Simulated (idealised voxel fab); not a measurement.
Process module, titled voxel trench capacitor
Square cell edge 5 nm, section width 265 nm, ID cut.
Throughout this document, each cross-section is represented as a grid of square cells and is presented as a sequence of bands enumerated from the top downward, where a band comprises one or more rows of cells.
For a band, the entry starts with two heights in nm, that of the top and then that of the bottom, and carries on with the band's materials in order from left to right, each alongside its width in nm; the word "everywhere" beside a single material means it fills the band edge to edge, and "empty" means empty space.
All heights in this document are referenced to 0, defined as the level beneath which the wafer, as received, consists entirely of one material. The lowest band is not bounded below; it extends indefinitely downward and is written in the form "0 nm and below".
A two-number width, for instance "30..40", indicates that the width is equal to the first number in the top row of the band and to the second number in the bottom row, and that it changes by a constant amount per row of cells.
Where the words "no change" appear for a step, the cross-section shows no cell changed by that step; every cell remained as before.
Closed empty spaces (no open way to the top) of 8 cells or more are what "Encapsulated voids" lists, each as width x height at distance from the left edge, nm for all three.
Step line, after settings: the simulator's comment on this step.
Regarding "overlay nm": on a step with a mask, it is the distance the mask lay to the right of its planned place; a negative value places it to the left.
[List of planned process steps]
| 1 | RECEIVE: material Si |
| 2 | CONFORMAL_DEP: material SiN, thk nm 10 |
| 3 | DIRECTIONAL_DEP: material aC, thk nm 15 |
| 4 | PATTERN: tone open, mask id TRENCH, material resist, width nm 20, pitch nm 45, thk nm 35, overlay nm 0 |
| 5 | DIRECTIONAL_ETCH: etch materials aC, depth nm 15 |
| 6 | STRIP: etch materials resist |
| 7 | DIRECTIONAL_ETCH: etch materials SiN, depth nm 10 |
| 8 | DIRECTIONAL_ETCH: etch materials Si, depth nm 40 |
| 9 | STRIP: etch materials aC |
| 10 | CONFORMAL_DEP: material Al2O3, thk nm 5 |
| 11 | FILL_DEP: material polySi, thk nm 5 |
| 12 | CMP: height nm 0 |
All wafers enter the flow in the same state. The height nm at step 12 differs from wafer to wafer, and the plan gives the value for the first wafer.
[As-received state after step 1, first of several wafers, cross-section]
> 0 nm and below | Si everywhere
> Encapsulated voids: none
[First of several wafers, sectioned at end of module (last step: step 12)]
> 0 nm to -35 nm | Si 75 nm  Al2O3 5 nm  polySi 10 nm  Al2O3 5 nm  Si 25 nm  Al2O3 5 nm  polySi 10 nm  Al2O3 5 nm  Si 25 nm  Al2O3 5 nm  polySi 10 nm  Al2O3 5 nm  Si 80 nm
> -35 nm to -40 nm | Si 75 nm  Al2O3 20 nm  Si 25 nm  Al2O3 20 nm  Si 25 nm  Al2O3 20 nm  Si 80 nm
> -40 nm and below | Si everywhere
> Encapsulated voids: none
[The module's end: a cross-section of the last wafer]
> 20 nm to 15 nm | polySi everywhere
> 15 nm to 10 nm | Al2O3 80 nm  polySi 10 nm  Al2O3 35 nm  polySi 10 nm  Al2O3 35 nm  polySi 10 nm  Al2O3 85 nm
> 10 nm to 0 nm | SiN 75 nm  Al2O3 5 nm  polySi 10 nm  Al2O3 5 nm  SiN 25 nm  Al2O3 5 nm  polySi 10 nm  Al2O3 5 nm  SiN 25 nm  Al2O3 5 nm  polySi 10 nm  Al2O3 5 nm  SiN 80 nm
> 0 nm to -35 nm | Si 75 nm  Al2O3 5 nm  polySi 10 nm  Al2O3 5 nm  Si 25 nm  Al2O3 5 nm  polySi 10 nm  Al2O3 5 nm  Si 25 nm  Al2O3 5 nm  polySi 10 nm  Al2O3 5 nm  Si 80 nm
> -35 nm to -40 nm | Si 75 nm  Al2O3 20 nm  Si 25 nm  Al2O3 20 nm  Si 25 nm  Al2O3 20 nm  Si 80 nm
> -40 nm and below | Si everywhere
> Encapsulated voids: none
[What follows is a table in which each wafer occupies a row; for the wafer as it stands at the close of the module, the row states, material by material, how many cells have been gained (+) or lost (-) since receipt, and then gives its closed voids]
height nm 0 | +54 Al2O3 | -96 Si | +42 polySi | Encapsulated voids: none
height nm 5 | +60 Al2O3 | -96 Si | +41 SiN | +48 polySi | Encapsulated voids: none
height nm 10 | +66 Al2O3 | -96 Si | +82 SiN | +54 polySi | Encapsulated voids: none
height nm 15 | +113 Al2O3 | -96 Si | +82 SiN | +60 polySi | Encapsulated voids: none
height nm 20 | +113 Al2O3 | -96 Si | +82 SiN | +113 polySi | Encapsulated voids: none
